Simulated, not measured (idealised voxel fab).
process module | voxel trench capacitor
cross-section cut | 245 nm wide | cells 5 nm
A cross-section is a grid of square cells, given in bands from the top down. A band is one or more rows of cells.
Each band's line starts with the height of the band's top and of its bottom, in nm. Then come its materials from left to right, each with its width in nm. One material with "throughout" fills the band from edge to edge. "air" is empty space.
Height 0 is the level under which the wafer as received is all one material. The lowest band goes on downwards, as in "0 down".
A width such as "30 to 40" changes by the same amount from each row of cells to the next, from the band's top row to its bottom row.
"no change" after a step means that no cell of the cross-section changed.
closed voids: empty space of 8 cells or more with no open way to the top, each as width x height at its distance from the left edge, in nm
after a step's settings: what the simulator itself notes on the step
overlay nm, on a step with a mask: how far to the right of its planned place the mask lay; to the left if negative
plan
1 op RECEIVE | material Si
2 op CONFORMAL_DEP | material SiN | thk nm 10
3 op DIRECTIONAL_DEP | material aC | thk nm 10
4 op PATTERN | tone open | mask id TRENCH | material resist | width nm 25 | pitch nm 45 | thk nm 25 | overlay nm 0
5 op DIRECTIONAL_ETCH | etch materials aC | depth nm 10
6 op STRIP | etch materials resist
7 op DIRECTIONAL_ETCH | etch materials SiN | depth nm 10
8 op DIRECTIONAL_ETCH | etch materials Si | depth nm 35
9 op STRIP | etch materials aC
10 op CONFORMAL_DEP | material Al2O3 | thk nm 5
11 op CONFORMAL_DEP | material TiN | thk nm 5
12 op FILL_DEP | material W | thk nm 10
13 op CMP | height nm 10
as received, after step 1
  0 down: Si throughout
  closed voids: none
first wafer at the end, as planned
  10 to 0: SiN 85 | Al2O3 5 | TiN 5 | W 5 | TiN 5 | Al2O3 5 | SiN 20 | Al2O3 5 | TiN 5 | W 5 | TiN 5 | Al2O3 5 | SiN 90
  0 to -25: Si 85 | Al2O3 5 | TiN 5 | W 5 | TiN 5 | Al2O3 5 | Si 20 | Al2O3 5 | TiN 5 | W 5 | TiN 5 | Al2O3 5 | Si 90
  -25 to -30: Si 85 | Al2O3 5 | TiN 15 | Al2O3 5 | Si 20 | Al2O3 5 | TiN 15 | Al2O3 5 | Si 90
  -30 to -35: Si 85 | Al2O3 25 | Si 20 | Al2O3 25 | Si 90
  -35 down: Si throughout
  closed voids: none
second wafer at the end: like start, like plan, one mistake
  10 to 0: SiN 85 | TiN 5 | Al2O3 5 | W 5 | Al2O3 5 | TiN 5 | SiN 20 | TiN 5 | Al2O3 5 | W 5 | Al2O3 5 | TiN 5 | SiN 90
  0 to -25: Si 85 | TiN 5 | Al2O3 5 | W 5 | Al2O3 5 | TiN 5 | Si 20 | TiN 5 | Al2O3 5 | W 5 | Al2O3 5 | TiN 5 | Si 90
  -25 to -30: Si 85 | TiN 5 | Al2O3 15 | TiN 5 | Si 20 | TiN 5 | Al2O3 15 | TiN 5 | Si 90
  -30 to -35: Si 85 | TiN 25 | Si 20 | TiN 25 | Si 90
  -35 down: Si throughout
  closed voids: none
what went wrong: steps 10 and 11 were swapped
at the end the second wafer has, in cells: 8 fewer of Al2O3 | 8 more of TiN
